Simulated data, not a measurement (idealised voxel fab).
process module | voxel gate over fins
cross-section cut | 265 nm wide | cells 5 nm
A cross-section is a grid of square cells, given in bands from the top down. A band is one or more rows of cells.
Each band's line starts with the height of the band's top and of its bottom, in nm. Then come its materials from left to right, each with its width in nm. One material with "throughout" fills the band from edge to edge. "air" is empty space.
Height 0 is the level under which the wafer as received is all one material. The lowest band goes on downwards, as in "0 down".
A width such as "30 to 40" changes by the same amount from each row of cells to the next, from the band's top row to its bottom row.
"no change" after a step means that no cell of the cross-section changed.
closed voids: empty space of 8 cells or more with no open way to the top, each as width x height at its distance from the left edge, in nm
after a step's settings: what the simulator itself notes on the step
overlay nm, on a step with a mask: how far to the right of its planned place the mask lay; to the left if negative
plan
1 op RECEIVE | material Si
2 op CONFORMAL_DEP | material SiN | thk nm 5
3 op DIRECTIONAL_DEP | material aC | thk nm 15
4 op PATTERN | tone cover | mask id FINS | material resist | width nm 15 | pitch nm 40 | thk nm 35 | overlay nm 0
5 op DIRECTIONAL_ETCH | etch materials aC | depth nm 15
6 op STRIP | etch materials resist
7 op DIRECTIONAL_ETCH | etch materials SiN | depth nm 5
8 op DIRECTIONAL_ETCH | etch materials Si | depth nm 40
9 op STRIP | etch materials aC
10 op FILL_DEP | material SiO2 | thk nm 10
11 op CMP | height nm 5
12 op SELECTIVE_ETCH | etch materials SiO2 | depth nm 15
13 op STRIP | etch materials SiN
14 op CONFORMAL_DEP | material HfO2 | thk nm 5
15 op CONFORMAL_DEP | material TiN | thk nm 5
16 op FILL_DEP | material W | thk nm 15
17 op CMP | height nm 20
18 op CONFORMAL_DEP | material SiCN | thk nm 5
as received, after step 1
  0 down: Si throughout
  closed voids: none
a wafer at the end: this start, this plan, one mistake
  25 to 20: SiCN throughout
  20 to 10: W throughout
  10 to 5: W 100 | TiN 35 | W 5 | TiN 35 | W 90
  5 to 0: W 100 | TiN 5 | HfO2 25 | TiN 5 | W 5 | TiN 5 | HfO2 25 | TiN 5 | W 90
  0 to -5: TiN 105 | HfO2 5 | Si 15 | HfO2 5 | TiN 15 | HfO2 5 | Si 15 | HfO2 5 | TiN 95
  -5 to -10: HfO2 110 | Si 15 | HfO2 25 | Si 15 | HfO2 100
  -10 to -40: SiO2 110 | Si 15 | SiO2 25 | Si 15 | SiO2 100
  -40 down: Si throughout
  closed voids: none
what went wrong: step 4 ran as: op PATTERN | tone cover | mask id FINS | material resist | width nm 15 | pitch nm 40 | thk nm 35 | overlay nm 5
